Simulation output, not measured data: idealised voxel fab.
This is a process module. Its name is voxel ribs on slabs.
We display cut, a cross-section 285 nm in width whose square cells are each 5 nm.
A cross-section is written here as square cells arranged in a grid, and it is given in bands from the top down, each band taking up one or more rows of cells.
This entry defines a band. It first specifies the height of the band's top and the height of its bottom in nm, and then specifies the band's materials from left to right, stating each material with its width in nm. The word "edge to edge" identifies a single material that fills the band from edge to edge, while the word "air" identifies empty space.
It should be noted that heights are counted from 0, beneath which the wafer as supplied is of one material throughout, and that the lowest band possesses no lower boundary but continues downward, as written in "top 0, no bottom".
So if you see something like "30..40" for the width, read it as the top row of the band sitting at the first number and the bottom row at the second, with every row in between moving by the same amount as the last.
"nothing altered" means the step left every cell of the cross-section as it was.
In "closed voids" the enclosed voids are listed, meaning empty spaces of 8 cells or larger without any opening to the top. The form is width x height at distance, distance from the left edge, units nm.
Note: text after step settings on the step line = simulator remark on that step.
A step line may carry the setting "overlay nm", which, for steps involving a mask, states the distance by which the mask lay to the right of its intended position; negative values denote displacement to the left.

Steps planned for the process:
step 1: RECEIVE with material Si
step 2: DIRECTIONAL_DEP with material SiO2, thk nm 20
step 3: DIRECTIONAL_DEP with material SiN, thk nm 20
step 4: MASKED_ETCH with tone cover, mask id RIB, width nm 20, etch materials SiN, depth nm 10, overlay nm 0
step 5: PATTERN with tone cover, mask id SLAB, material resist, width nm 60, thk nm 20, overlay nm 0
step 6: DIRECTIONAL_ETCH with etch materials SiN, depth nm 10
step 7: STRIP with etch materials resist
step 8: FILL_DEP with material SiO2, thk nm 20
step 9: CMP with height nm 55
step 10: DIRECTIONAL_DEP with material W, thk nm 10
step 11: MASKED_ETCH with tone cover, mask id HEATER, width nm 30, etch materials W, depth nm 10, overlay nm 0
step 12: CONFORMAL_DEP with material SiO2, thk nm 10

Here's what the wafer looked like in cross-section when it arrived - that's after step 1:
    top 0, no bottom: Si edge to edge
    closed voids: none

Figure: cross-sectional view of the wafer upon completion of the module, processed from the initial state and according to the plan depicted above, with one error introduced during execution:
    top 75, bottom 65: air (115), then SiO2 (50), then air (120)
    top 65, bottom 55: SiO2 (125), then W (30), then SiO2 (130)
    top 55, bottom 50: SiO2 (130), then SiN (20), then SiO2 (135)
    top 50, bottom 40: SiO2 (110), then SiN (60), then SiO2 (115)
    top 40, bottom 20: SiN edge to edge
    top 20, bottom 0: SiO2 edge to edge
    top 0, no bottom: Si edge to edge
    closed voids: none
Deviation from plan: it should be noted that step 3 of the plan was executed twice
